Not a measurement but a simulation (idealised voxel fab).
Documented hereafter: the process module known as voxel wiring stack.
Square cells of 5 nm make up the cross-section cut, whose width is 235 nm.
Cross-sections here: square-cell grids, written as top-down lists of bands, a band being one or more rows of cells. Top, bottom (nm), then materials left to right with widths (nm); lone material tagged "edge to edge" fills the whole band edge to edge; "empty" = empty space. All heights in this document are referenced to 0, defined as the level beneath which the wafer, as received, consists entirely of one material. The lowest band is not bounded below; it extends indefinitely downward and is written in the form "0 down". When a width is written as two numbers, as in "30..40", the first number is the width in the top row of cells of the band and the second is the width in its bottom row, and the width changes by the same amount from each row to the next. What does "remains unaltered" mean for a step? It means no cell of the cross-section changed in that step. "Fully sealed cavities": sealed empty spaces, 8 cells or more, no open way to top, listed width x height at distance, with distance from the left edge and width, height and distance in nm. If you see something after the settings on a step's line, that's the simulator's own remark about that step. "overlay nm", when on a step's line for a step with a mask, measures how far to the right of its planned place the mask lay; a negative measure means to the left.

Process steps - plan
| 1 | RECEIVE | material Si |
| 2 | CONFORMAL_DEP | material SiO2 | thk nm 10 |
| 3 | DIRECTIONAL_DEP | material TiN | thk nm 5 |
| 4 | DIRECTIONAL_DEP | material Ru | thk nm 15 |
| 5 | DIRECTIONAL_DEP | material aC | thk nm 15 |
| 6 | PATTERN | tone cover | mask id METAL_1 | material resist | width nm 20 | pitch nm 50 | thk nm 30 | overlay nm 0 |
| 7 | DIRECTIONAL_ETCH | etch materials aC | depth nm 15 |
| 8 | STRIP | etch materials resist |
| 9 | DIRECTIONAL_ETCH | etch materials Ru | depth nm 15 |
| 10 | DIRECTIONAL_ETCH | etch materials TiN | depth nm 5 |
| 11 | STRIP | etch materials aC |
| 12 | CONFORMAL_DEP | material SiCN | thk nm 5 |
| 13 | FILL_DEP | material SiO2 | thk nm 5 |
| 14 | CMP | height nm 30 |
| 15 | CONFORMAL_DEP | material SiCN | thk nm 5 |
| 16 | DIRECTIONAL_DEP | material SiO2 | thk nm 15 |
| 17 | DIRECTIONAL_DEP | material aC | thk nm 10 |
| 18 | PATTERN | tone open | mask id PLUG_1 | material resist | width nm 15 | pitch nm 50 | thk nm 25 | overlay nm 0 |
| 19 | DIRECTIONAL_ETCH | etch materials aC | depth nm 10 |
| 20 | STRIP | etch materials resist |
| 21 | DIRECTIONAL_ETCH | etch materials SiO2 | depth nm 15 |
| 22 | DIRECTIONAL_ETCH | etch materials SiCN | depth nm 5 |
| 23 | STRIP | etch materials aC |
| 24 | CONFORMAL_DEP | material TiN | thk nm 5 |
| 25 | FILL_DEP | material Ru | thk nm 5 |
| 26 | CMP | height nm 50 |
| 27 | CONFORMAL_DEP | material SiN | thk nm 5 |
| 28 | DIRECTIONAL_DEP | material lowk | thk nm 25 |
| 29 | MASKED_ETCH | tone open | mask id METAL_2 | width nm 20 | pitch nm 50 | etch materials lowk | depth nm 25 | overlay nm 0 |
| 30 | MASKED_ETCH | tone open | mask id METAL_2 | width nm 20 | pitch nm 50 | etch materials SiN | depth nm 5 | overlay nm 0 |
| 31 | CONFORMAL_DEP | material TiN | thk nm 5 |
| 32 | FILL_DEP | material W | thk nm 5 |
| 33 | CMP | height nm 80 |
| 34 | CONFORMAL_DEP | material SiCN | thk nm 5 |
| 35 | DIRECTIONAL_DEP | material SiO2 | thk nm 30 |
| 36 | DIRECTIONAL_DEP | material aC | thk nm 10 |
| 37 | PATTERN | tone open | mask id METAL_3_HOLES | material resist | width nm 15 | thk nm 30 | overlay nm 0 |
| 38 | DIRECTIONAL_ETCH | etch materials aC | depth nm 10 |
| 39 | STRIP | etch materials resist |
| 40 | DIRECTIONAL_ETCH | etch materials SiO2 | depth nm 30 |
| 41 | STRIP | etch materials aC |
| 42 | MASKED_ETCH | tone open | mask id METAL_3 | width nm 20 | pitch nm 50 | etch materials SiO2 | depth nm 15 | overlay nm 0 |
| 43 | MASKED_ETCH | tone open | mask id METAL_3 | width nm 20 | pitch nm 50 | etch materials SiCN | depth nm 5 | overlay nm 0 |
| 44 | CONFORMAL_DEP | material TiN | thk nm 5 |
| 45 | FILL_DEP | material Ru | thk nm 5 |
| 46 | CMP | height nm 115 |
| 47 | CONFORMAL_DEP | material SiN | thk nm 5 |

Cross-sectional view of the wafer in its as-received condition, corresponding to the state after step 1
> 0 down: Si edge to edge
> Fully sealed cavities: none

The first of the two wafers as seen in cross-section once the module was finished; processing followed the plan
> 120 to 115: SiN edge to edge
> 115 to 105: 80 nm SiO2, then 5 nm TiN, then 10 nm Ru, then 5 nm TiN, then 30 nm SiO2, then 5 nm TiN, then 10 nm Ru, then 5 nm TiN, then 85 nm SiO2
> 105 to 100: 80 nm SiO2, then 5 nm TiN, then 5 nm Ru, then 10 nm TiN, then 30 nm SiO2, then 20 nm TiN, then 85 nm SiO2
> 100 to 85: 80 nm SiO2, then 5 nm TiN, then 5 nm Ru, then 5 nm TiN, then 140 nm SiO2
> 85 to 80: 80 nm SiCN, then 15 nm TiN, then 140 nm SiCN
> 80 to 55: 80 nm lowk, then 5 nm TiN, then 10 nm W, then 5 nm TiN, then 30 nm lowk, then 5 nm TiN, then 10 nm W, then 5 nm TiN, then 85 nm lowk
> 55 to 50: 80 nm SiN, then 20 nm TiN, then 30 nm SiN, then 20 nm TiN, then 85 nm SiN
> 50 to 35: 80 nm SiO2, then 5 nm TiN, then 5 nm Ru, then 5 nm TiN, then 35 nm SiO2, then 5 nm TiN, then 5 nm Ru, then 5 nm TiN, then 90 nm SiO2
> 35 to 30: 80 nm SiCN, then 15 nm TiN, then 35 nm SiCN, then 15 nm TiN, then 90 nm SiCN
> 30 to 15: 75 nm SiO2, then 5 nm SiCN, then 20 nm Ru, then 5 nm SiCN, then 20 nm SiO2, then 5 nm SiCN, then 20 nm Ru, then 5 nm SiCN, then 80 nm SiO2
> 15 to 10: 80 nm SiCN, then 20 nm TiN, then 30 nm SiCN, then 20 nm TiN, then 85 nm SiCN
> 10 to 0: SiO2 edge to edge
> 0 down: Si edge to edge
> Fully sealed cavities: none

Wafer two (of two), end-of-module cross-section: start = wafer one, plan = wafer one, one run mistake
> 120 to 115: SiN edge to edge
> 115 to 105: 80 nm SiO2, then 5 nm TiN, then 10 nm Ru, then 5 nm TiN, then 30 nm SiO2, then 5 nm TiN, then 10 nm Ru, then 5 nm TiN, then 85 nm SiO2
> 105 to 100: 80 nm SiO2, then 5 nm TiN, then 5 nm Ru, then 10 nm TiN, then 30 nm SiO2, then 20 nm TiN, then 85 nm SiO2
> 100 to 85: 80 nm SiO2, then 5 nm TiN, then 5 nm Ru, then 5 nm TiN, then 140 nm SiO2
> 85 to 80: 80 nm SiCN, then 15 nm TiN, then 140 nm SiCN
> 80 to 55: 80 nm lowk, then 5 nm TiN, then 10 nm W, then 5 nm TiN, then 30 nm lowk, then 5 nm TiN, then 10 nm W, then 5 nm TiN, then 85 nm lowk
> 55 to 50: 80 nm SiN, then 20 nm TiN, then 30 nm SiN, then 20 nm TiN, then 85 nm SiN
> 50 to 35: 80 nm SiO2, then 5 nm TiN, then 5 nm Ru, then 5 nm TiN, then 35 nm SiO2, then 5 nm TiN, then 5 nm Ru, then 5 nm TiN, then 90 nm SiO2
> 35 to 30: 80 nm SiCN, then 15 nm TiN, then 35 nm SiCN, then 15 nm TiN, then 90 nm SiCN
> 30 to 25: 75 nm SiO2, then 30 nm SiCN, then 20 nm SiO2, then 30 nm SiCN, then 80 nm SiO2
> 25 to 15: 75 nm SiO2, then 5 nm SiCN, then 20 nm Ru, then 5 nm SiCN, then 20 nm SiO2, then 5 nm SiCN, then 20 nm Ru, then 5 nm SiCN, then 80 nm SiO2
> 15 to 10: 80 nm SiCN, then 20 nm Ru, then 30 nm SiCN, then 20 nm Ru, then 85 nm SiCN
> 10 to 0: SiO2 edge to edge
> 0 down: Si edge to edge
> Fully sealed cavities: none
Nonconformance to the process plan: step 3 was left out
Final comparison by cell count, materials where the second wafer has more or fewer than the first: +8 SiCN, -8 TiN
